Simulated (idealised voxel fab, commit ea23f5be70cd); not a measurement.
process module | voxel spacer lines
cross-section cut | 240 nm wide | cells 5 nm
A cross-section is a grid of square cells, given in bands from the top down. A band is one or more rows of cells.
Each band's line starts with the height of the band's top and of its bottom, in nm. Then come its materials from left to right, each with its width in nm. One material with "throughout" fills the band from edge to edge. "air" is empty space.
Height 0 is the level under which the wafer as received is all one material. The lowest band goes on downwards, as in "0 down".
A width such as "30 to 40" changes by the same amount from each row of cells to the next, from the band's top row to its bottom row.
"no change" after a step means that no cell of the cross-section changed.
closed voids: empty space of 8 cells or more with no open way to the top, each as width x height at its distance from the left edge, in nm
after a step's settings: what the simulator itself notes on the step
overlay nm, on a step with a mask: how far to the right of its planned place the mask lay; to the left if negative
plan
1 op RECEIVE | material Si
2 op CONFORMAL_DEP | material Al2O3 | thk nm 10
3 op DIRECTIONAL_DEP | material polySi | thk nm 15
4 op DIRECTIONAL_DEP | material aC | thk nm 25
5 op PATTERN | tone cover | mask id MANDREL | material resist | width nm 25 | pitch nm 70 | thk nm 30 | overlay nm 0
6 op DIRECTIONAL_ETCH | etch materials aC | depth nm 25
7 op STRIP | etch materials resist
8 op CONFORMAL_DEP | material SiN | thk nm 10
9 op DIRECTIONAL_ETCH | etch materials SiN | depth nm 10
10 op STRIP | etch materials aC
11 op DIRECTIONAL_ETCH | etch materials polySi | depth nm 15
12 op STRIP | etch materials SiN
as received, after step 1
  0 down: Si throughout
  closed voids: none
a wafer at the end: this start, this plan, one mistake
  15 to 0: air 60 | polySi 10 | air 25 | polySi 10 | air 25 | polySi 10 | air 25 | polySi 10 | air 65
  0 down: Si throughout
  closed voids: none
what went wrong: step 2 was left out
